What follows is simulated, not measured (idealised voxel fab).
voxel ribs on slabs: a process module
Square cell edge 5 nm, section width 285 nm, ID cut.
Cross-sections here: square-cell grids, written as top-down lists of bands, a band being one or more rows of cells.
Band: top and bottom heights (nm) first, top before bottom; then materials from left to right, widths in nm. "throughout" marks a sole material filling the band edge to edge. "empty" denotes empty space.
Heights are expressed relative to 0, this being the level below which the as-received wafer comprises one material exclusively. The lowest band is unbounded in the downward direction and is denoted as in "0..down".
A width given as "30 to 40" starts at the first number in the band's top row and ends at the second number in its bottom row, shifting by an equal amount at every step from row to row.
The cross-section has no changed cell in any step marked "remained unchanged".
Each empty space that has no open way to the top and spans at least 8 cells appears under "Closed void list" as width x height at distance, the distance counted from the left edge, all in nm.
It should be noted that, on the line of a given step, the content following the step's settings is a remark produced by the simulator itself with respect to that step.
overlay nm: how far to the right of its planned place the mask lay on this masked step (negative: to the left).
## Intended process steps
1) RECEIVE: material Si
2) DIRECTIONAL_DEP: material SiO2, thk nm 25
3) DIRECTIONAL_DEP: material SiN, thk nm 20
4) DIRECTIONAL_DEP: material aC, thk nm 10
5) PATTERN: tone cover, mask id RIB, material resist, width nm 25, thk nm 25, overlay nm 0
6) DIRECTIONAL_ETCH: etch materials aC, depth nm 10
7) STRIP: etch materials resist
8) DIRECTIONAL_ETCH: etch materials SiN, depth nm 5
9) STRIP: etch materials aC
10) DIRECTIONAL_DEP: material aC, thk nm 10
11) PATTERN: tone cover, mask id SLAB, material resist, width nm 55, thk nm 30, overlay nm 0
12) DIRECTIONAL_ETCH: etch materials aC, depth nm 10
13) STRIP: etch materials resist
14) DIRECTIONAL_ETCH: etch materials SiN, depth nm 15
15) STRIP: etch materials aC
16) FILL_DEP: material SiO2, thk nm 15
17) CMP: height nm 55
18) DIRECTIONAL_DEP: material W, thk nm 5
19) PATTERN: tone cover, mask id HEATER, material resist, width nm 25, thk nm 20, overlay nm 0
20) DIRECTIONAL_ETCH: etch materials W, depth nm 5
21) STRIP: etch materials resist
22) CONFORMAL_DEP: material SiO2, thk nm 5
All wafers enter the flow in the same state. The width nm at step 19 differs from wafer to wafer, and the plan gives the value for the first wafer.
## Cross-section, first of several wafers, as delivered after step 1
0..down | Si throughout
Closed void list: none
## Rows = wafers. At module end, each row lists per material the cells gained (+) or lost (-) since the wafer was received, then the closed voids
width nm 25 | +38 SiN | +648 SiO2 | +5 W | Closed void list: none
width nm 30 | +38 SiN | +648 SiO2 | +6 W | Closed void list: none
width nm 35 | +38 SiN | +648 SiO2 | +7 W | Closed void list: none
width nm 40 | +38 SiN | +648 SiO2 | +8 W | Closed void list: none
width nm 45 | +38 SiN | +648 SiO2 | +9 W | Closed void list: none
width nm 50 | +38 SiN | +648 SiO2 | +10 W | Closed void list: none
